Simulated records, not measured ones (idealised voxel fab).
The process module that follows is named voxel gate over fins.
Section shown: cut. Width: 240 nm. Cell size: 5 nm, square.
A cross-section in this document is a grid of square cells, and it is written down as bands, the top band listed before the ones below it; a band is made up of one or more rows of cells. A band entry consists of two parts. The first gives the height of the band's top and the height of its bottom, in nm. The rest lists the band's materials from left to right, each with its width in nm. A single material labelled with the word "all across" fills the band from edge to edge, and the word "blank" marks empty space. Heads up on the height convention: 0 is the point under which the incoming wafer is all one material, and the lowest band has no bottom, it just keeps going down, like "top 0, no bottom". When a width is written as two numbers, as in "30..40", the first number is the width in the top row of cells of the band and the second is the width in its bottom row, and the width changes by the same amount from each row to the next. Key: "no alterations made" - step with no changed cell in the cross-section. Enclosed voids (no open way to top), threshold 8 cells or more, entry "Unvented cavities", notation width x height at distance, distance from left edge, nm. Heads up: the bit after the settings on a step's line is the simulator's remark on that step. The "overlay nm" setting may appear on a step's line; for a step that uses a mask, it gives how far to the right of its planned position the mask lay, and a negative value indicates the left.

-- Set out below are the planned steps of the process
1 RECEIVE [material Si]
2 CONFORMAL_DEP [material SiN] [thk nm 5]
3 PATTERN [tone cover] [mask id FINS] [material resist] [width nm 15] [pitch nm 55] [thk nm 20] [overlay nm 0]
4 DIRECTIONAL_ETCH [etch materials SiN] [depth nm 5]
5 DIRECTIONAL_ETCH [etch materials Si] [depth nm 35]
6 STRIP [etch materials resist]
7 OXIDIZE [depth nm 5]
8 FILL_DEP [material SiO2] [thk nm 15]
9 CMP [height nm 5]
10 MASKED_ETCH [tone open] [mask id RAIL] [width nm 15] [etch materials SiO2] [depth nm 35] [overlay nm 0]
11 CONFORMAL_DEP [material TiN] [thk nm 5]
12 FILL_DEP [material Ru] [thk nm 10]
13 CMP [height nm 5]
14 SELECTIVE_ETCH [etch materials W Ru TiN] [depth nm 25]
15 FILL_DEP [material SiO2] [thk nm 5]
16 CMP [height nm 5]
17 SELECTIVE_ETCH [etch materials SiO2] [depth nm 15]
18 STRIP [etch materials SiN]
19 CONFORMAL_DEP [material HfO2] [thk nm 5]
20 CONFORMAL_DEP [material TiN] [thk nm 5]
21 CONFORMAL_DEP [material TiAl] [thk nm 5]
22 CONFORMAL_DEP [material TiN] [thk nm 5]
23 FILL_DEP [material W] [thk nm 10]
24 CMP [height nm 25]
25 CONFORMAL_DEP [material SiCN] [thk nm 10]

-- Cross-section, incoming material, after step 1
> top 0, no bottom = Si all across
> Unvented cavities: none

-- first wafer at the end, as planned
> top 35, bottom 25 = SiCN all across
> top 25, bottom 20 = W all across
> top 20, bottom 15 = W 70; TiN 45; W 10; TiN 45; W 70
> top 15, bottom 10 = W 70; TiN 5; TiAl 35; TiN 5; W 10; TiN 5; TiAl 35; TiN 5; W 70
> top 10, bottom 5 = TiN 75; TiAl 5; TiN 25; TiAl 5; TiN 20; TiAl 5; TiN 25; TiAl 5; TiN 75
> top 5, bottom 0 = TiAl 80; TiN 5; HfO2 15; TiN 5; TiAl 30; TiN 5; HfO2 15; TiN 5; TiAl 80
> top 0, bottom -5 = TiN 85; HfO2 5; Si 5; HfO2 5; TiN 40; HfO2 5; Si 5; HfO2 5; TiN 85
> top -5, bottom -10 = HfO2 90; Si 5; HfO2 50; Si 5; HfO2 90
> top -10, bottom -20 = SiO2 90; Si 5; SiO2 50; Si 5; SiO2 90
> top -20, bottom -25 = SiO2 90; Si 5; SiO2 15; TiN 5; Ru 5; TiN 5; SiO2 20; Si 5; SiO2 90
> top -25, bottom -30 = SiO2 90; Si 5; SiO2 15; TiN 15; SiO2 20; Si 5; SiO2 90
> top -30, bottom -40 = SiO2 90; Si 5; SiO2 50; Si 5; SiO2 90
> top -40, no bottom = Si all across
> Unvented cavities: none

-- Now the second wafer, cross-sectioned at the end of the module. Nothing different at the start, nothing different in the plan compared with the first, just one mistake when it was actually run
> top 35, bottom 25 = SiCN all across
> top 25, bottom 15 = W all across
> top 15, bottom 10 = W 75; TiN 35; W 20; TiN 35; W 75
> top 10, bottom 5 = W 75; TiN 5; TiAl 25; TiN 5; W 20; TiN 5; TiAl 25; TiN 5; W 75
> top 5, bottom 0 = TiN 80; TiAl 5; HfO2 15; TiAl 5; TiN 30; TiAl 5; HfO2 15; TiAl 5; TiN 80
> top 0, bottom -5 = TiAl 85; HfO2 5; Si 5; HfO2 5; TiAl 40; HfO2 5; Si 5; HfO2 5; TiAl 85
> top -5, bottom -10 = HfO2 90; Si 5; HfO2 50; Si 5; HfO2 90
> top -10, bottom -20 = SiO2 90; Si 5; SiO2 50; Si 5; SiO2 90
> top -20, bottom -25 = SiO2 90; Si 5; SiO2 15; TiN 5; Ru 5; TiN 5; SiO2 20; Si 5; SiO2 90
> top -25, bottom -30 = SiO2 90; Si 5; SiO2 15; TiN 15; SiO2 20; Si 5; SiO2 90
> top -30, bottom -40 = SiO2 90; Si 5; SiO2 50; Si 5; SiO2 90
> top -40, no bottom = Si all across
> Unvented cavities: none
Diagnosis: step 20 was left out
In the final state, the cell counts of the second wafer exceed or fall short of those of the first for the following materials: 56 fewer of TiN, 56 more of W
